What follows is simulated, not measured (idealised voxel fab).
Name of the process module below: voxel double patterning
This is section cut - it's 195 nm across, gridded in 5 nm square cells.
Just so we're on the same page, the cross-sections are grids of square cells, and they're listed out in bands top to bottom, each band one or more rows deep. Quick guide to a band line: top height, bottom height (nm) up front; then every material left to right with its width in nm. Only one material and it's marked "full width"? Then it fills the band edge to edge. And "air" just means empty space. A quick word on heights: they are counted from 0, and under that level the wafer as it came to us is one material throughout. The lowest band is different from the rest in having no bottom; it simply continues downward, written as in "0 nm and below". Note: "30->40" means the width goes from the first number (top row of the band) to the second number (bottom row) in equal steps per row of cells. Take "no alterations made" at face value: in the step it is given for, the cross-section changed in none of its cells. Closed empty spaces (no open way to the top) of 8 cells or more are what "Enclosed cavities" lists, each as width x height at distance from the left edge, nm for all three. Whatever follows a step's settings on its line is a remark the simulator itself makes about that step. overlay nm, on a step with a mask: how far to the right of its planned place the mask lay; to the left if negative.

### This section lists the process steps that were planned
1. RECEIVE | material Si
2. CONFORMAL_DEP | material SiN | thk nm 5
3. DIRECTIONAL_DEP | material SiO2 | thk nm 15
4. DIRECTIONAL_DEP | material SiCN | thk nm 5
5. MASKED_ETCH | tone open | mask id FIRST | width nm 15 | pitch nm 50 | etch materials SiCN | depth nm 5 | overlay nm 0
6. PATTERN | tone open | mask id SECOND | material resist | width nm 15 | pitch nm 50 | thk nm 15 | overlay nm 0
7. DIRECTIONAL_ETCH | etch materials SiCN | depth nm 5
8. STRIP | etch materials resist
9. DIRECTIONAL_ETCH | etch materials SiO2 | depth nm 15
10. STRIP | etch materials SiCN

### Received-state cross-section, reflecting completion of step 1
> 0 nm and below | Si full width
> Enclosed cavities: none

### The first of the two wafers as seen in cross-section once the module was finished; processing followed the plan
> 20 nm to 5 nm | SiO2 40  air 15  SiO2 10  air 15  SiO2 10  air 15  SiO2 10  air 15  SiO2 10  air 15  SiO2 40
> 5 nm to 0 nm | SiN full width
> 0 nm and below | Si full width
> Enclosed cavities: none

### End-of-module cross-section of the second wafer: identical starting point and process plan to the first, with one processing mistake
> 20 nm to 5 nm | SiO2 30  air 15  SiO2 20  air 30  SiO2 20  air 30  SiO2 50
> 5 nm to 0 nm | SiN full width
> 0 nm and below | Si full width
> Enclosed cavities: none
Error vs. plan: for step 5, the planned setting was not used; the step was instead run as MASKED_ETCH | tone open | mask id FIRST | width nm 15 | pitch nm 50 | etch materials SiCN | depth nm 5 | overlay nm -10
End check, second vs first wafer: material counts in cells match, positions do not.
